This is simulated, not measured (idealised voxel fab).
Presented below is a process module, voxel trench capacitor.
It is cross-section cut that appears here, measuring 245 nm in width, its square cells being 5 nm in size.
Square cells in a grid make up a cross-section in this document, and the grid is given as bands, listed from the top down, each one or more rows of cells.
Quick guide to a band line: top height, bottom height (nm) up front; then every material left to right with its width in nm. Only one material and it's marked "full width"? Then it fills the band edge to edge. And "empty" just means empty space.
The reference from which all heights are counted is 0, the level beneath which the as-received wafer is entirely one material; the lowest band, having no lower bound, proceeds downward and is written after the example "0 down".
The two numbers in a width such as "30..40" mark its ends across the band: the first belongs to the top row of cells, the second to the bottom row, and from each row to the next the width moves by the same amount.
It should be understood that the words "identical to before", when stated for a given step, signify that the cross-section underwent no change in any of its cells during that step.
"Enclosed internal voids" enumerates empty spaces isolated from the top, with no open way to it, that contain at least 8 cells, giving each as width x height at distance from the left edge, all three in nm.
On each step's line, the part that comes after the settings is the simulator's own comment on the step.
The setting "overlay nm" may be written on the line of a step. When the step uses a mask, the value reports how far to the right of the planned place the mask lay, and a negative value reports that it lay to the left.

## These are the steps we planned for the process
1,RECEIVE (material Si)
2,CONFORMAL_DEP (material SiN; thk nm 10)
3,DIRECTIONAL_DEP (material aC; thk nm 10)
4,PATTERN (tone open; mask id TRENCH; material resist; width nm 25; pitch nm 45; thk nm 25; overlay nm 0)
5,DIRECTIONAL_ETCH (etch materials aC; depth nm 10)
6,STRIP (etch materials resist)
7,DIRECTIONAL_ETCH (etch materials SiN; depth nm 10)
8,DIRECTIONAL_ETCH (etch materials Si; depth nm 35)
9,STRIP (etch materials aC)
10,CONFORMAL_DEP (material Al2O3; thk nm 5)
11,CONFORMAL_DEP (material TiN; thk nm 5)
12,FILL_DEP (material W; thk nm 10)
13,CMP (height nm 10)

## Delivered wafer in cross-section: state after step 1
  0 down | Si full width
  Enclosed internal voids: none

## End-of-module XS, first of two wafers, run as planned
  10 to 0 | SiN=85, then Al2O3=5, then TiN=5, then W=5, then TiN=5, then Al2O3=5, then SiN=20, then Al2O3=5, then TiN=5, then W=5, then TiN=5, then Al2O3=5, then SiN=90
  0 to -25 | Si=85, then Al2O3=5, then TiN=5, then W=5, then TiN=5, then Al2O3=5, then Si=20, then Al2O3=5, then TiN=5, then W=5, then TiN=5, then Al2O3=5, then Si=90
  -25 to -30 | Si=85, then Al2O3=5, then TiN=15, then Al2O3=5, then Si=20, then Al2O3=5, then TiN=15, then Al2O3=5, then Si=90
  -30 to -35 | Si=85, then Al2O3=25, then Si=20, then Al2O3=25, then Si=90
  -35 down | Si full width
  Enclosed internal voids: none

## Wafer two, end of module, cross-section. Same start, same plan as wafer one. One mistake in the run
  10 to 0 | W=75, then TiN=5, then Al2O3=5, then SiN=25, then Al2O3=5, then TiN=10, then Al2O3=5, then SiN=25, then Al2O3=5, then TiN=5, then W=80
  0 to -25 | W=75, then TiN=5, then Al2O3=5, then Si=25, then Al2O3=5, then TiN=10, then Al2O3=5, then Si=25, then Al2O3=5, then TiN=5, then W=80
  -25 to -30 | TiN=80, then Al2O3=5, then Si=25, then Al2O3=5, then TiN=10, then Al2O3=5, then Si=25, then Al2O3=5, then TiN=85
  -30 to -35 | Al2O3=85, then Si=25, then Al2O3=20, then Si=25, then Al2O3=90
  -35 down | Si full width
  Enclosed internal voids: none
Deviation noted in wafer processing: step 4 ran differently from the plan; actual operation with settings: PATTERN (tone cover; mask id TRENCH; material resist; width nm 25; pitch nm 45; thk nm 25; overlay nm 0)
Final wafer comparison in cells, second versus first, more or fewer per material: 29 more of Al2O3; 203 fewer of Si; 58 fewer of SiN; 29 more of TiN; 203 more of W
